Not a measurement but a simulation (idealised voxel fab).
Name of the process module below: voxel trench capacitor
cross-section cut | 250 nm wide | cells 5 nm
Reading order for cross-sections: top band down to bottom band. Underlying form: a grid of square cells. Band size: one or more rows of cells. Basically the band line says how high the top is and how high the bottom is, in nm, and then what's in it from left to right, every material with its width in nm. Empty space shows up as "blank", and if a single material carries "everywhere" it runs the full band edge to edge. Height is counted from the level 0, under which the received wafer is composed throughout of one material. The lowest of the bands is not closed at the bottom but continues downward, in the notation "0..down". So if you see something like "30 to 40" for the width, read it as the top row of the band sitting at the first number and the bottom row at the second, with every row in between moving by the same amount as the last. Key: "stayed the same" - step with no changed cell in the cross-section. You'll see "Sealed internal cavities" listing empty spaces that have no way open to the top, as long as they're 8 cells or more; the notation is width x height at distance, where the distance is from the left edge, and all of it is in nm. Past the settings on a step's line: simulator remark, on that step. "overlay nm" denotes, for a step that has a mask, the displacement of the mask to the right of its planned place, with negative values corresponding to the left.
### Process steps (planned)
1,RECEIVE, material Si
2,CONFORMAL_DEP, material SiN, thk nm 10
3,DIRECTIONAL_DEP, material aC, thk nm 15
4,PATTERN, tone open, mask id TRENCH, material resist, width nm 25, pitch nm 50, thk nm 35, overlay nm 0
5,DIRECTIONAL_ETCH, etch materials aC, depth nm 15
6,STRIP, etch materials resist
7,DIRECTIONAL_ETCH, etch materials SiN, depth nm 10
8,DIRECTIONAL_ETCH, etch materials Si, depth nm 25
9,STRIP, etch materials aC
10,CONFORMAL_DEP, material SiO2, thk nm 5
11,FILL_DEP, material polySi, thk nm 5
12,CMP, height nm 10
### As-received wafer cross-section (after step 1)
> 0..down | Si everywhere
> Sealed internal cavities: none
### End state of the module in cross-section, given the above starting point and plan and one mistake in execution
> 10..5 | SiO2 90; polySi 15; SiO2 35; polySi 15; SiO2 95
> 5..0 | SiN 85; SiO2 5; polySi 15; SiO2 5; SiN 25; SiO2 5; polySi 15; SiO2 5; SiN 90
> 0..-20 | Si 85; SiO2 5; polySi 15; SiO2 5; Si 25; SiO2 5; polySi 15; SiO2 5; Si 90
> -20..-25 | Si 85; SiO2 25; Si 25; SiO2 25; Si 90
> -25..down | Si everywhere
> Sealed internal cavities: none
what went wrong: step 2 did not use the planned setting and instead ran as CONFORMAL_DEP, material SiN, thk nm 5
